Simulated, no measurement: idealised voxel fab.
Title: Process Module voxel capacitor over wiring
Section cut is 280 nm wide and gridded with 5 nm square cells.
Notation: cross-section as square-cell grid; stated in bands, top first, going down; one or more cell rows per band. Top, bottom (nm), then materials left to right with widths (nm); lone material tagged "throughout" fills the whole band edge to edge; "blank" = empty space. The reference from which all heights are counted is 0, the level beneath which the as-received wafer is entirely one material; the lowest band, having no lower bound, proceeds downward and is written after the example "0 nm and below". Per-row width for "30->40": begins at first number (top row of band), ends at second number (bottom row), increment between rows held constant. Key: "stayed the same" - step with no changed cell in the cross-section. Closed void list: empty space of 8 cells or more with no open way to the top, each as width x height at its distance from the left edge, in nm. Text after the settings on a step's line: the simulator's own remark on that step. For masked steps, "overlay nm" on the step line gives how far right of plan the mask actually lay; a minus sign means it lay to the left.
Process steps - plan
step 1: RECEIVE,material Si
step 2: CONFORMAL_DEP,material SiO2,thk nm 10
step 3: CONFORMAL_DEP,material SiN,thk nm 5
step 4: DIRECTIONAL_DEP,material lowk,thk nm 20
step 5: DIRECTIONAL_DEP,material aC,thk nm 10
step 6: PATTERN,tone open,mask id METAL_1,material resist,width nm 30,pitch nm 80,thk nm 25,overlay nm 0
step 7: DIRECTIONAL_ETCH,etch materials aC,depth nm 10
step 8: STRIP,etch materials resist
step 9: DIRECTIONAL_ETCH,etch materials lowk,depth nm 20
step 10: DIRECTIONAL_ETCH,etch materials SiN,depth nm 5
step 11: STRIP,etch materials aC
step 12: CONFORMAL_DEP,material TiN,thk nm 5
step 13: FILL_DEP,material Ru,thk nm 10
step 14: CMP,height nm 35
step 15: EPI,material Ru,thk nm 5
step 16: FILL_DEP,material SiCN,thk nm 5
step 17: DIRECTIONAL_DEP,material SiO2,thk nm 20
step 18: PATTERN,tone open,mask id PLUG_1,material resist,width nm 15,thk nm 15,overlay nm 0
step 19: DIRECTIONAL_ETCH,etch materials SiO2,depth nm 20
step 20: DIRECTIONAL_ETCH,etch materials SiCN,depth nm 5
step 21: STRIP,etch materials resist
step 22: EPI,material Ru,thk nm 10
step 23: EPI,material Ru,thk nm 10
step 24: EPI,material Ru,thk nm 5
step 25: DIRECTIONAL_DEP,material TiN,thk nm 5
step 26: DIRECTIONAL_DEP,material Al2O3,thk nm 5
step 27: DIRECTIONAL_DEP,material TiN,thk nm 5
step 28: MASKED_ETCH,tone cover,mask id UPPER_PLATE,width nm 55,etch materials TiN,depth nm 5,overlay nm 0
step 29: MASKED_ETCH,tone cover,mask id UPPER_PLATE,width nm 55,etch materials Al2O3,depth nm 5,overlay nm 0
step 30: PATTERN,tone cover,mask id LOWER_PLATE,material resist,width nm 65,thk nm 20,overlay nm 0
step 31: DIRECTIONAL_ETCH,etch materials TiN,depth nm 5
step 32: STRIP,etch materials resist
step 33: FILL_DEP,material SiO2,thk nm 15
step 34: CMP,height nm 90
step 35: PATTERN,tone open,mask id PLUG_2,material resist,width nm 15,thk nm 20,overlay nm 0
step 36: DIRECTIONAL_ETCH,etch materials SiO2,depth nm 10
step 37: STRIP,etch materials resist
step 38: CONFORMAL_DEP,material TiN,thk nm 5
step 39: FILL_DEP,material W,thk nm 5
step 40: CMP,height nm 90
step 41: CONFORMAL_DEP,material SiN,thk nm 5
So, the first of our two wafers, run just as we planned it
Step 1 complete: cross-section of the wafer as received
- 0 nm and below = Si throughout
- Closed void list: none
How the wafer stands in section after step 2
- 10 nm to 0 nm = SiO2 throughout
- All layers under 0 are left as they were.
How the wafer stands in section after step 3
- 15 nm to 10 nm = SiN throughout
- All layers under 10 are left as they were.
How the wafer stands in section after step 4
- 35 nm to 15 nm = lowk throughout
- All layers under 15 are left as they were.
How the wafer stands in section after step 5
- 45 nm to 35 nm = aC throughout
- All layers under 35 are left as they were.
How the wafer stands in section after step 6
- 70 nm to 45 nm = resist 85 nm / blank 30 nm / resist 50 nm / blank 30 nm / resist 85 nm
- All layers under 45 are left as they were.
How the wafer stands in section after step 7
- 60 nm to 45 nm = resist 85 nm / blank 30 nm / resist 50 nm / blank 30 nm / resist 85 nm
- 45 nm to 35 nm = aC 85 nm / blank 30 nm / aC 50 nm / blank 30 nm / aC 85 nm
- All layers under 35 are left as they were.
How the wafer stands in section after step 8
- 45 nm to 35 nm = aC 85 nm / blank 30 nm / aC 50 nm / blank 30 nm / aC 85 nm
- All layers under 35 are left as they were.
How the wafer stands in section after step 9
- 45 nm to 35 nm = aC 85 nm / blank 30 nm / aC 50 nm / blank 30 nm / aC 85 nm
- 35 nm to 15 nm = lowk 85 nm / blank 30 nm / lowk 50 nm / blank 30 nm / lowk 85 nm
- All layers under 15 are left as they were.
How the wafer stands in section after step 10
- 45 nm to 35 nm = aC 85 nm / blank 30 nm / aC 50 nm / blank 30 nm / aC 85 nm
- 35 nm to 15 nm = lowk 85 nm / blank 30 nm / lowk 50 nm / blank 30 nm / lowk 85 nm
- 15 nm to 10 nm = SiN 85 nm / blank 30 nm / SiN 50 nm / blank 30 nm / SiN 85 nm
- All layers under 10 are left as they were.
How the wafer stands in section after step 11
- 35 nm to 15 nm = lowk 85 nm / blank 30 nm / lowk 50 nm / blank 30 nm / lowk 85 nm
- All layers under 15 are left as they were.
How the wafer stands in section after step 12
- 40 nm to 35 nm = TiN 90 nm / blank 20 nm / TiN 60 nm / blank 20 nm / TiN 90 nm
- 35 nm to 15 nm = lowk 85 nm / TiN 5 nm / blank 20 nm / TiN 5 nm / lowk 50 nm / TiN 5 nm / blank 20 nm / TiN 5 nm / lowk 85 nm
- 15 nm to 10 nm = SiN 85 nm / TiN 30 nm / SiN 50 nm / TiN 30 nm / SiN 85 nm
- All layers under 10 are left as they were.
How the wafer stands in section after step 13
- 50 nm to 40 nm = Ru throughout
- 40 nm to 35 nm = TiN 90 nm / Ru 20 nm / TiN 60 nm / Ru 20 nm / TiN 90 nm
- 35 nm to 15 nm = lowk 85 nm / TiN 5 nm / Ru 20 nm / TiN 5 nm / lowk 50 nm / TiN 5 nm / Ru 20 nm / TiN 5 nm / lowk 85 nm
- All layers under 15 are left as they were.
How the wafer stands in section after step 14
- 35 nm to 15 nm = lowk 85 nm / TiN 5 nm / Ru 20 nm / TiN 5 nm / lowk 50 nm / TiN 5 nm / Ru 20 nm / TiN 5 nm / lowk 85 nm
- All layers under 15 are left as they were.
How the wafer stands in section after step 15
- 40 nm to 35 nm = blank 80 nm / Ru 40 nm / blank 40 nm / Ru 40 nm / blank 80 nm
- All layers under 35 are left as they were.
How the wafer stands in section after step 16
- 45 nm to 40 nm = SiCN throughout
- 40 nm to 35 nm = SiCN 80 nm / Ru 40 nm / SiCN 40 nm / Ru 40 nm / SiCN 80 nm
- All layers under 35 are left as they were.
How the wafer stands in section after step 17
- 65 nm to 45 nm = SiO2 throughout
- All layers under 45 are left as they were.
How the wafer stands in section after step 18
- 80 nm to 65 nm = resist 100 nm / blank 15 nm / resist 165 nm
- All layers under 65 are left as they were.
How the wafer stands in section after step 19
- 80 nm to 65 nm = resist 100 nm / blank 15 nm / resist 165 nm
- 65 nm to 45 nm = SiO2 100 nm / blank 15 nm / SiO2 165 nm
- All layers under 45 are left as they were.
How the wafer stands in section after step 20
- 80 nm to 65 nm = resist 100 nm / blank 15 nm / resist 165 nm
- 65 nm to 45 nm = SiO2 100 nm / blank 15 nm / SiO2 165 nm
- 45 nm to 40 nm = SiCN 100 nm / blank 15 nm / SiCN 165 nm
- All layers under 40 are left as they were.
How the wafer stands in section after step 21
- 65 nm to 45 nm = SiO2 100 nm / blank 15 nm / SiO2 165 nm
- All layers under 45 are left as they were.
How the wafer stands in section after step 22
- 65 nm to 50 nm = SiO2 100 nm / blank 15 nm / SiO2 165 nm
- 50 nm to 45 nm = SiO2 100 nm / Ru 15 nm / SiO2 165 nm
- 45 nm to 40 nm = SiCN 100 nm / Ru 15 nm / SiCN 165 nm
- All layers under 40 are left as they were.
How the wafer stands in section after step 23
- 65 nm to 60 nm = SiO2 100 nm / blank 15 nm / SiO2 165 nm
- 60 nm to 45 nm = SiO2 100 nm / Ru 15 nm / SiO2 165 nm
- All layers under 45 are left as they were.
How the wafer stands in section after step 24
- 65 nm to 45 nm = SiO2 100 nm / Ru 15 nm / SiO2 165 nm
- All layers under 45 are left as they were.
How the wafer stands in section after step 25
- 70 nm to 65 nm = TiN throughout
- All layers under 65 are left as they were.
How the wafer stands in section after step 26
- 75 nm to 70 nm = Al2O3 throughout
- All layers under 70 are left as they were.
How the wafer stands in section after step 27
- 80 nm to 75 nm = TiN throughout
- All layers under 75 are left as they were.
How the wafer stands in section after step 28
- 80 nm to 75 nm = blank 100 nm / TiN 55 nm / blank 125 nm
- All layers under 75 are left as they were.
How the wafer stands in section after step 29
- 80 nm to 75 nm = blank 100 nm / TiN 55 nm / blank 125 nm
- 75 nm to 70 nm = blank 100 nm / Al2O3 55 nm / blank 125 nm
- All layers under 70 are left as they were.
How the wafer stands in section after step 30
- 100 nm to 80 nm = blank 95 nm / resist 65 nm / blank 120 nm
- 80 nm to 75 nm = blank 95 nm / resist 5 nm / TiN 55 nm / resist 5 nm / blank 120 nm
- 75 nm to 70 nm = blank 95 nm / resist 5 nm / Al2O3 55 nm / resist 5 nm / blank 120 nm
- All layers under 70 are left as they were.
How the wafer stands in section after step 31
- 100 nm to 80 nm = blank 95 nm / resist 65 nm / blank 120 nm
- 80 nm to 75 nm = blank 95 nm / resist 5 nm / TiN 55 nm / resist 5 nm / blank 120 nm
- 75 nm to 70 nm = blank 95 nm / resist 5 nm / Al2O3 55 nm / resist 5 nm / blank 120 nm
- 70 nm to 65 nm = blank 95 nm / TiN 65 nm / blank 120 nm
- All layers under 65 are left as they were.
How the wafer stands in section after step 32
- 80 nm to 75 nm = blank 100 nm / TiN 55 nm / blank 125 nm
- 75 nm to 70 nm = blank 100 nm / Al2O3 55 nm / blank 125 nm
- All layers under 70 are left as they were.
How the wafer stands in section after step 33
- 95 nm to 80 nm = SiO2 throughout
- 80 nm to 75 nm = SiO2 100 nm / TiN 55 nm / SiO2 125 nm
- 75 nm to 70 nm = SiO2 100 nm / Al2O3 55 nm / SiO2 125 nm
- 70 nm to 65 nm = SiO2 95 nm / TiN 65 nm / SiO2 120 nm
- All layers under 65 are left as they were.
How the wafer stands in section after step 34
- 90 nm to 80 nm = SiO2 throughout
- All layers under 80 are left as they were.
How the wafer stands in section after step 35
- 110 nm to 90 nm = resist 110 nm / blank 15 nm / resist 155 nm
- All layers under 90 are left as they were.
How the wafer stands in section after step 36
- 110 nm to 90 nm = resist 110 nm / blank 15 nm / resist 155 nm
- 90 nm to 80 nm = SiO2 110 nm / blank 15 nm / SiO2 155 nm
- All layers under 80 are left as they were.
How the wafer stands in section after step 37
- 90 nm to 80 nm = SiO2 110 nm / blank 15 nm / SiO2 155 nm
- All layers under 80 are left as they were.
How the wafer stands in section after step 38
- 95 nm to 90 nm = TiN 115 nm / blank 5 nm / TiN 160 nm
- 90 nm to 85 nm = SiO2 110 nm / TiN 5 nm / blank 5 nm / TiN 5 nm / SiO2 155 nm
- 85 nm to 75 nm = SiO2 110->100 nm / TiN 15->55 nm / SiO2 155->125 nm
- All layers under 75 are left as they were.
How the wafer stands in section after step 39
- 100 nm to 95 nm = W throughout
- 95 nm to 90 nm = TiN 115 nm / W 5 nm / TiN 160 nm
- 90 nm to 85 nm = SiO2 110 nm / TiN 5 nm / W 5 nm / TiN 5 nm / SiO2 155 nm
- All layers under 85 are left as they were.
How the wafer stands in section after step 40
- 90 nm to 85 nm = SiO2 110 nm / TiN 5 nm / W 5 nm / TiN 5 nm / SiO2 155 nm
- All layers under 85 are left as they were.
How the wafer stands in section after step 41
- 95 nm to 90 nm = SiN throughout
- All layers under 90 are left as they were.
Wafer two. Same start, same plan, one slip in execution. Same as wafer one through step 1, inclusive
Second wafer, sectioned view, at step 2's planned end time
- 5 nm to 0 nm = SiN throughout
- All layers under 0 are left as they were.
Second wafer, sectioned view, at step 3's planned end time
- 15 nm to 5 nm = SiO2 throughout
- All layers under 5 are left as they were.
Second wafer, sectioned view, at step 4's planned end time
- 35 nm to 15 nm = lowk throughout
- All layers under 15 are left as they were.
Second wafer, sectioned view, at step 5's planned end time
- 45 nm to 35 nm = aC throughout
- All layers under 35 are left as they were.
Second wafer, sectioned view, at step 6's planned end time
- 70 nm to 45 nm = resist 85 nm / blank 30 nm / resist 50 nm / blank 30 nm / resist 85 nm
- All layers under 45 are left as they were.
Second wafer, sectioned view, at step 7's planned end time
- 60 nm to 45 nm = resist 85 nm / blank 30 nm / resist 50 nm / blank 30 nm / resist 85 nm
- 45 nm to 35 nm = aC 85 nm / blank 30 nm / aC 50 nm / blank 30 nm / aC 85 nm
- All layers under 35 are left as they were.
Second wafer, sectioned view, at step 8's planned end time
- 45 nm to 35 nm = aC 85 nm / blank 30 nm / aC 50 nm / blank 30 nm / aC 85 nm
- All layers under 35 are left as they were.
Second wafer, sectioned view, at step 9's planned end time
- 45 nm to 35 nm = aC 85 nm / blank 30 nm / aC 50 nm / blank 30 nm / aC 85 nm
- 35 nm to 15 nm = lowk 85 nm / blank 30 nm / lowk 50 nm / blank 30 nm / lowk 85 nm
- All layers under 15 are left as they were.
Second wafer, sectioned view, at step 10's planned end time: stayed the same
Second wafer, sectioned view, at step 11's planned end time
- 35 nm to 15 nm = lowk 85 nm / blank 30 nm / lowk 50 nm / blank 30 nm / lowk 85 nm
- All layers under 15 are left as they were.
Second wafer, sectioned view, at step 12's planned end time
- 40 nm to 35 nm = TiN 90 nm / blank 20 nm / TiN 60 nm / blank 20 nm / TiN 90 nm
- 35 nm to 20 nm = lowk 85 nm / TiN 5 nm / blank 20 nm / TiN 5 nm / lowk 50 nm / TiN 5 nm / blank 20 nm / TiN 5 nm / lowk 85 nm
- 20 nm to 15 nm = lowk 85 nm / TiN 30 nm / lowk 50 nm / TiN 30 nm / lowk 85 nm
- All layers under 15 are left as they were.
Second wafer, sectioned view, at step 13's planned end time
- 50 nm to 40 nm = Ru throughout
- 40 nm to 35 nm = TiN 90 nm / Ru 20 nm / TiN 60 nm / Ru 20 nm / TiN 90 nm
- 35 nm to 20 nm = lowk 85 nm / TiN 5 nm / Ru 20 nm / TiN 5 nm / lowk 50 nm / TiN 5 nm / Ru 20 nm / TiN 5 nm / lowk 85 nm
- All layers under 20 are left as they were.
Second wafer, sectioned view, at step 14's planned end time
- 35 nm to 20 nm = lowk 85 nm / TiN 5 nm / Ru 20 nm / TiN 5 nm / lowk 50 nm / TiN 5 nm / Ru 20 nm / TiN 5 nm / lowk 85 nm
- All layers under 20 are left as they were.
Second wafer, sectioned view, at step 15's planned end time
- 40 nm to 35 nm = blank 80 nm / Ru 40 nm / blank 40 nm / Ru 40 nm / blank 80 nm
- All layers under 35 are left as they were.
Second wafer, sectioned view, at step 16's planned end time
- 45 nm to 40 nm = SiCN throughout
- 40 nm to 35 nm = SiCN 80 nm / Ru 40 nm / SiCN 40 nm / Ru 40 nm / SiCN 80 nm
- All layers under 35 are left as they were.
Second wafer, sectioned view, at step 17's planned end time
- 65 nm to 45 nm = SiO2 throughout
- All layers under 45 are left as they were.
Second wafer, sectioned view, at step 18's planned end time
- 80 nm to 65 nm = resist 100 nm / blank 15 nm / resist 165 nm
- All layers under 65 are left as they were.
Second wafer, sectioned view, at step 19's planned end time
- 80 nm to 65 nm = resist 100 nm / blank 15 nm / resist 165 nm
- 65 nm to 45 nm = SiO2 100 nm / blank 15 nm / SiO2 165 nm
- All layers under 45 are left as they were.
Second wafer, sectioned view, at step 20's planned end time
- 80 nm to 65 nm = resist 100 nm / blank 15 nm / resist 165 nm
- 65 nm to 45 nm = SiO2 100 nm / blank 15 nm / SiO2 165 nm
- 45 nm to 40 nm = SiCN 100 nm / blank 15 nm / SiCN 165 nm
- All layers under 40 are left as they were.
Second wafer, sectioned view, at step 21's planned end time
- 65 nm to 45 nm = SiO2 100 nm / blank 15 nm / SiO2 165 nm
- All layers under 45 are left as they were.
Second wafer, sectioned view, at step 22's planned end time
- 65 nm to 50 nm = SiO2 100 nm / blank 15 nm / SiO2 165 nm
- 50 nm to 45 nm = SiO2 100 nm / Ru 15 nm / SiO2 165 nm
- 45 nm to 40 nm = SiCN 100 nm / Ru 15 nm / SiCN 165 nm
- All layers under 40 are left as they were.
Second wafer, sectioned view, at step 23's planned end time
- 65 nm to 60 nm = SiO2 100 nm / blank 15 nm / SiO2 165 nm
- 60 nm to 45 nm = SiO2 100 nm / Ru 15 nm / SiO2 165 nm
- All layers under 45 are left as they were.
Second wafer, sectioned view, at step 24's planned end time
- 65 nm to 45 nm = SiO2 100 nm / Ru 15 nm / SiO2 165 nm
- All layers under 45 are left as they were.
Second wafer, sectioned view, at step 25's planned end time
- 70 nm to 65 nm = TiN throughout
- All layers under 65 are left as they were.
Second wafer, sectioned view, at step 26's planned end time
- 75 nm to 70 nm = Al2O3 throughout
- All layers under 70 are left as they were.
Second wafer, sectioned view, at step 27's planned end time
- 80 nm to 75 nm = TiN throughout
- All layers under 75 are left as they were.
Second wafer, sectioned view, at step 28's planned end time
- 80 nm to 75 nm = blank 100 nm / TiN 55 nm / blank 125 nm
- All layers under 75 are left as they were.
Second wafer, sectioned view, at step 29's planned end time
- 80 nm to 75 nm = blank 100 nm / TiN 55 nm / blank 125 nm
- 75 nm to 70 nm = blank 100 nm / Al2O3 55 nm / blank 125 nm
- All layers under 70 are left as they were.
Second wafer, sectioned view, at step 30's planned end time
- 100 nm to 80 nm = blank 95 nm / resist 65 nm / blank 120 nm
- 80 nm to 75 nm = blank 95 nm / resist 5 nm / TiN 55 nm / resist 5 nm / blank 120 nm
- 75 nm to 70 nm = blank 95 nm / resist 5 nm / Al2O3 55 nm / resist 5 nm / blank 120 nm
- All layers under 70 are left as they were.
Second wafer, sectioned view, at step 31's planned end time
- 100 nm to 80 nm = blank 95 nm / resist 65 nm / blank 120 nm
- 80 nm to 75 nm = blank 95 nm / resist 5 nm / TiN 55 nm / resist 5 nm / blank 120 nm
- 75 nm to 70 nm = blank 95 nm / resist 5 nm / Al2O3 55 nm / resist 5 nm / blank 120 nm
- 70 nm to 65 nm = blank 95 nm / TiN 65 nm / blank 120 nm
- All layers under 65 are left as they were.
Second wafer, sectioned view, at step 32's planned end time
- 80 nm to 75 nm = blank 100 nm / TiN 55 nm / blank 125 nm
- 75 nm to 70 nm = blank 100 nm / Al2O3 55 nm / blank 125 nm
- All layers under 70 are left as they were.
Second wafer, sectioned view, at step 33's planned end time
- 95 nm to 80 nm = SiO2 throughout
- 80 nm to 75 nm = SiO2 100 nm / TiN 55 nm / SiO2 125 nm
- 75 nm to 70 nm = SiO2 100 nm / Al2O3 55 nm / SiO2 125 nm
- 70 nm to 65 nm = SiO2 95 nm / TiN 65 nm / SiO2 120 nm
- All layers under 65 are left as they were.
Second wafer, sectioned view, at step 34's planned end time
- 90 nm to 80 nm = SiO2 throughout
- All layers under 80 are left as they were.
Second wafer, sectioned view, at step 35's planned end time
- 110 nm to 90 nm = resist 110 nm / blank 15 nm / resist 155 nm
- All layers under 90 are left as they were.
Second wafer, sectioned view, at step 36's planned end time
- 110 nm to 90 nm = resist 110 nm / blank 15 nm / resist 155 nm
- 90 nm to 80 nm = SiO2 110 nm / blank 15 nm / SiO2 155 nm
- All layers under 80 are left as they were.
Second wafer, sectioned view, at step 37's planned end time
- 90 nm to 80 nm = SiO2 110 nm / blank 15 nm / SiO2 155 nm
- All layers under 80 are left as they were.
Second wafer, sectioned view, at step 38's planned end time
- 95 nm to 90 nm = TiN 115 nm / blank 5 nm / TiN 160 nm
- 90 nm to 85 nm = SiO2 110 nm / TiN 5 nm / blank 5 nm / TiN 5 nm / SiO2 155 nm
- 85 nm to 75 nm = SiO2 110->100 nm / TiN 15->55 nm / SiO2 155->125 nm
- All layers under 75 are left as they were.
Second wafer, sectioned view, at step 39's planned end time
- 100 nm to 95 nm = W throughout
- 95 nm to 90 nm = TiN 115 nm / W 5 nm / TiN 160 nm
- 90 nm to 85 nm = SiO2 110 nm / TiN 5 nm / W 5 nm / TiN 5 nm / SiO2 155 nm
- All layers under 85 are left as they were.
Second wafer, sectioned view, at step 40's planned end time
- 90 nm to 85 nm = SiO2 110 nm / TiN 5 nm / W 5 nm / TiN 5 nm / SiO2 155 nm
- All layers under 85 are left as they were.
Second wafer, sectioned view, at step 41's planned end time
- 95 nm to 90 nm = SiN throughout
- All layers under 90 are left as they were.
Processing error: contrary to the plan, steps 2 and 3 were processed in exchanged order
Looking at both finished wafers in cells, the second ends up ahead of or behind the first on some materials: Ru -8, SiN +12, TiN -4
